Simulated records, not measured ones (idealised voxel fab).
The process module that follows is named voxel spacer lines.
Section cut is 225 nm wide and gridded with 5 nm square cells.
In what follows, cross-sections appear as grids of square cells, described through bands that run from the top down, where every band is one or more rows of cells.
It is stipulated that each band's entry specify, in nanometres, the height of the top of the band and then that of its bottom, followed by the materials of the band in left-to-right sequence, each together with its width in nanometres. A single material marked by the word "all across" is understood to fill the band from edge to edge; the word "air" is understood to denote empty space.
The reference from which all heights are counted is 0, the level beneath which the as-received wafer is entirely one material; the lowest band, having no lower bound, proceeds downward and is written after the example "z 0 and below".
So if you see something like "30->40" for the width, read it as the top row of the band sitting at the first number and the bottom row at the second, with every row in between moving by the same amount as the last.
A step reported as "all unchanged" is a step in which no cell of the cross-section changed.
Enclosed void listing: empty space of 8 cells or more with no open way to the top, each as width x height at its distance from the left edge, in nm
Text after the settings on a step's line: the simulator's own remark on that step.
"overlay nm" on a masked step: distance the mask lay right of its planned place, negative for left.

[Steps in the process plan]
1,op RECEIVE | material Si
2,op CONFORMAL_DEP | material Al2O3 | thk nm 10
3,op DIRECTIONAL_DEP | material W | thk nm 15
4,op DIRECTIONAL_DEP | material aC | thk nm 25
5,op PATTERN | tone cover | mask id MANDREL | material resist | width nm 25 | pitch nm 80 | thk nm 30 | overlay nm 0
6,op DIRECTIONAL_ETCH | etch materials aC | depth nm 25
7,op STRIP | etch materials resist
8,op CONFORMAL_DEP | material SiO2 | thk nm 15
9,op DIRECTIONAL_ETCH | etch materials SiO2 | depth nm 15
10,op STRIP | etch materials aC
11,op DIRECTIONAL_ETCH | etch materials W | depth nm 15
12,op STRIP | etch materials SiO2

[Step 1 complete: cross-section of the wafer as received]
	z 0 and below  Si all across
	Enclosed void listing: none

[Cross-sectional view of the first of the two wafers upon completion of the module, processed in accordance with the plan]
	z 25 to 10  air: 5 | W: 15 | air: 25 | W: 15 | air: 25 | W: 15 | air: 25 | W: 15 | air: 25 | W: 15 | air: 25 | W: 15 | air: 5
	z 10 to 0  Al2O3 all across
	z 0 and below  Si all across
	Enclosed void listing: none

[Here is the second of the two wafers cut open at the end of the module - same start, same plan as the first one, but we made one mistake running it]
	z 25 to 10  air: 5 | W: 15 | air: 30 | W: 15 | air: 20 | W: 15 | air: 30 | W: 15 | air: 20 | W: 15 | air: 30 | W: 15
	z 10 to 0  Al2O3 all across
	z 0 and below  Si all across
	Enclosed void listing: none
What was the processing mistake? step 5 was not run as planned; what actually ran was op PATTERN | tone cover | mask id MANDREL | material resist | width nm 30 | pitch nm 80 | thk nm 30 | overlay nm 0
Same inventory, different map: at the end, the second wafer holds as many cells of each material as the first, placed elsewhere.
